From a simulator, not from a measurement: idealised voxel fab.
process module | voxel self aligned contacts
cross-section cut | 200 nm wide | cells 5 nm
A cross-section is a grid of square cells, given in bands from the top down. A band is one or more rows of cells.
Each band's line starts with the height of the band's top and of its bottom, in nm. Then come its materials from left to right, each with its width in nm. One material with "throughout" fills the band from edge to edge. "air" is empty space.
Height 0 is the level under which the wafer as received is all one material. The lowest band goes on downwards, as in "0 down".
A width such as "30 to 40" changes by the same amount from each row of cells to the next, from the band's top row to its bottom row.
"no change" after a step means that no cell of the cross-section changed.
closed voids: empty space of 8 cells or more with no open way to the top, each as width x height at its distance from the left edge, in nm
after a step's settings: what the simulator itself notes on the step
overlay nm, on a step with a mask: how far to the right of its planned place the mask lay; to the left if negative
plan
1 op RECEIVE | material Si
2 op CONFORMAL_DEP | material SiO2 | thk nm 5
3 op DIRECTIONAL_DEP | material polySi | thk nm 30
4 op DIRECTIONAL_DEP | material SiN | thk nm 20
5 op DIRECTIONAL_DEP | material aC | thk nm 15
6 op PATTERN | tone cover | mask id GATE | material resist | width nm 25 | pitch nm 60 | thk nm 30 | overlay nm 0
7 op DIRECTIONAL_ETCH | etch materials aC | depth nm 15
8 op STRIP | etch materials resist
9 op DIRECTIONAL_ETCH | etch materials SiN | depth nm 20
10 op DIRECTIONAL_ETCH | etch materials polySi | depth nm 30
11 op STRIP | etch materials aC
12 op CONFORMAL_DEP | material SiN | thk nm 10
13 op DIRECTIONAL_ETCH | etch materials SiN | depth nm 10
14 op FILL_DEP | material SiO2 | thk nm 15
15 op CMP | height nm 60
16 op MASKED_ETCH | tone open | mask id CONTACT | width nm 45 | etch materials SiO2 | depth nm 60 | overlay nm 0
17 op CONFORMAL_DEP | material TiN | thk nm 5
18 op FILL_DEP | material Ru | thk nm 5
19 op CMP | height nm 60
20 op CONFORMAL_DEP | material SiN | thk nm 5
as received, after step 1
  0 down: Si throughout
  closed voids: none
a wafer at the end: this start, this plan, one mistake
  65 to 60: SiN throughout
  60 to 55: SiO2 75 | TiN 20 | Ru 10 | TiN 15 | SiO2 80
  55 to 35: SiO2 50 | SiN 40 | TiN 5 | Ru 10 | TiN 5 | SiN 40 | SiO2 50
  35 to 5: SiO2 50 | SiN 10 | polySi 20 | SiN 10 | TiN 5 | Ru 10 | TiN 5 | SiN 10 | polySi 20 | SiN 10 | SiO2 50
  5 to 0: SiO2 90 | TiN 20 | SiO2 90
  0 down: Si throughout
  closed voids: none
what went wrong: step 6 ran as: op PATTERN | tone cover | mask id GATE | material resist | width nm 20 | pitch nm 60 | thk nm 30 | overlay nm 0
